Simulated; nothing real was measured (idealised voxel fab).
The process module that follows is named voxel double patterning.
Xsec cut, 170 nm wide, square cell size 5 nm.
Cross-section layout: square cells on a grid; listed as bands, top to bottom; a band spans one or more cell rows.
Read a band's entry like this: the first values are the height of its top and the height of its bottom in nm, and what follows is the sequence of materials from left to right, each with its width in nm. Note that "air" is empty space, and that a single material marked "all across" reaches across the band from edge to edge.
Counting heights begins at 0, where everything beneath is, in the wafer as received, one material. The lowest band has no bottom; it goes on downwards, as "0 -> down" shows.
With a width like "30 to 40", each row of cells in the band differs from the next by the same amount, the top row carrying the first number and the bottom row the second.
Where a step carries "same as before", the cross-section came out of it unchanged, cell for cell.
Empty spaces counting at least 8 cells and having no open way to the top are listed in "Completely sealed voids". The notation width x height at distance is used for each, the distance being from the left edge and all three values in nm.
It should be noted that, on the line of a given step, the content following the step's settings is a remark produced by the simulator itself with respect to that step.
"overlay nm" answers the question of how far to the right of plan the mask lay on a step that has a mask, and when it is negative the answer is to the left.
Process steps foreseen in the plan:
1,RECEIVE: material Si
2,CONFORMAL_DEP: material SiN, thk nm 10
3,DIRECTIONAL_DEP: material SiO2, thk nm 10
4,DIRECTIONAL_DEP: material SiCN, thk nm 10
5,DIRECTIONAL_DEP: material aC, thk nm 15
6,PATTERN: tone open, mask id FIRST, material resist, width nm 15, pitch nm 50, thk nm 35, overlay nm 0
7,DIRECTIONAL_ETCH: etch materials aC, depth nm 15
8,STRIP: etch materials resist
9,DIRECTIONAL_ETCH: etch materials SiCN, depth nm 10
10,STRIP: etch materials aC
11,PATTERN: tone open, mask id SECOND, material resist, width nm 15, thk nm 20, overlay nm 0
12,DIRECTIONAL_ETCH: etch materials SiCN, depth nm 10
13,STRIP: etch materials resist
14,DIRECTIONAL_ETCH: etch materials SiO2, depth nm 10
15,STRIP: etch materials SiCN
As-received state of the wafer in cross-section, equivalent to post-step 1:
- 0 -> down = Si all across
- Completely sealed voids: none
Wafer cross-section at end of module: start and plan as shown above, one execution error:
- 20 -> 10 = air (75), then SiO2 (15), then air (80)
- 10 -> 0 = SiN all across
- 0 -> down = Si all across
- Completely sealed voids: none
Misprocessing identified: so step 11 ended up running with a different setting than we planned, it ran as PATTERN: tone cover, mask id SECOND, material resist, width nm 15, thk nm 20, overlay nm 0
